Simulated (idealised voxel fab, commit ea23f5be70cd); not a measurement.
process module | voxel double patterning
cross-section cut | 230 nm wide | cells 5 nm
A cross-section is a grid of square cells, given in bands from the top down. A band is one or more rows of cells.
Each band's line starts with the height of the band's top and of its bottom, in nm. Then come its materials from left to right, each with its width in nm. One material with "throughout" fills the band from edge to edge. "air" is empty space.
Height 0 is the level under which the wafer as received is all one material. The lowest band goes on downwards, as in "0 down".
A width such as "30 to 40" changes by the same amount from each row of cells to the next, from the band's top row to its bottom row.
"no change" after a step means that no cell of the cross-section changed.
closed voids: empty space of 8 cells or more with no open way to the top, each as width x height at its distance from the left edge, in nm
after a step's settings: what the simulator itself notes on the step
overlay nm, on a step with a mask: how far to the right of its planned place the mask lay; to the left if negative
plan
1 op RECEIVE | material Si
2 op CONFORMAL_DEP | material SiO2 | thk nm 5
3 op DIRECTIONAL_DEP | material TiN | thk nm 20
4 op DIRECTIONAL_DEP | material SiCN | thk nm 10
5 op MASKED_ETCH | tone open | mask id FIRST | width nm 15 | pitch nm 50 | etch materials SiCN | depth nm 10 | overlay nm 0
6 op DIRECTIONAL_DEP | material aC | thk nm 10
7 op PATTERN | tone open | mask id SECOND | material resist | width nm 15 | pitch nm 50 | thk nm 25 | overlay nm 0
8 op DIRECTIONAL_ETCH | etch materials aC | depth nm 10
9 op STRIP | etch materials resist
10 op DIRECTIONAL_ETCH | etch materials SiCN | depth nm 10
11 op STRIP | etch materials aC
12 op DIRECTIONAL_ETCH | etch materials TiN | depth nm 20
13 op STRIP | etch materials SiCN
as received, after step 1
  0 down: Si throughout
  closed voids: none
a wafer at the end: this start, this plan, one mistake
  45 to 25: TiN 55 | air 15 | TiN 10 | air 15 | TiN 10 | air 15 | TiN 10 | air 15 | TiN 10 | air 15 | TiN 60
  25 to 5: TiN throughout
  5 to 0: SiO2 throughout
  0 down: Si throughout
  closed voids: none
what went wrong: step 3 was run twice
